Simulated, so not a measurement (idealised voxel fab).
process module | voxel lift off
cross-section cut | 165 nm wide | cells 5 nm
A cross-section is a grid of square cells, given in bands from the top down. A band is one or more rows of cells.
Each band's line starts with the height of the band's top and of its bottom, in nm. Then come its materials from left to right, each with its width in nm. One material with "throughout" fills the band from edge to edge. "air" is empty space.
Height 0 is the level under which the wafer as received is all one material. The lowest band goes on downwards, as in "0 down".
A width such as "30 to 40" changes by the same amount from each row of cells to the next, from the band's top row to its bottom row.
"no change" after a step means that no cell of the cross-section changed.
closed voids: empty space of 8 cells or more with no open way to the top, each as width x height at its distance from the left edge, in nm
after a step's settings: what the simulator itself notes on the step
overlay nm, on a step with a mask: how far to the right of its planned place the mask lay; to the left if negative
plan
1 op RECEIVE | material Si
2 op CONFORMAL_DEP | material SiO2 | thk nm 15
3 op PATTERN | tone open | mask id LINES | material resist | width nm 30 | pitch nm 45 | thk nm 25 | overlay nm 0
4 op DIRECTIONAL_DEP | material Ru | thk nm 10
5 op STRIP | etch materials resist
6 op CONFORMAL_DEP | material SiO2 | thk nm 10
as received, after step 1
  0 down: Si throughout
  closed voids: none
a wafer at the end: this start, this plan, one mistake
  25 to 15: air 20 | Ru 30 | air 15 | Ru 30 | air 15 | Ru 30 | air 25
  15 to 0: SiO2 throughout
  0 down: Si throughout
  closed voids: none
what went wrong: step 6 was left out
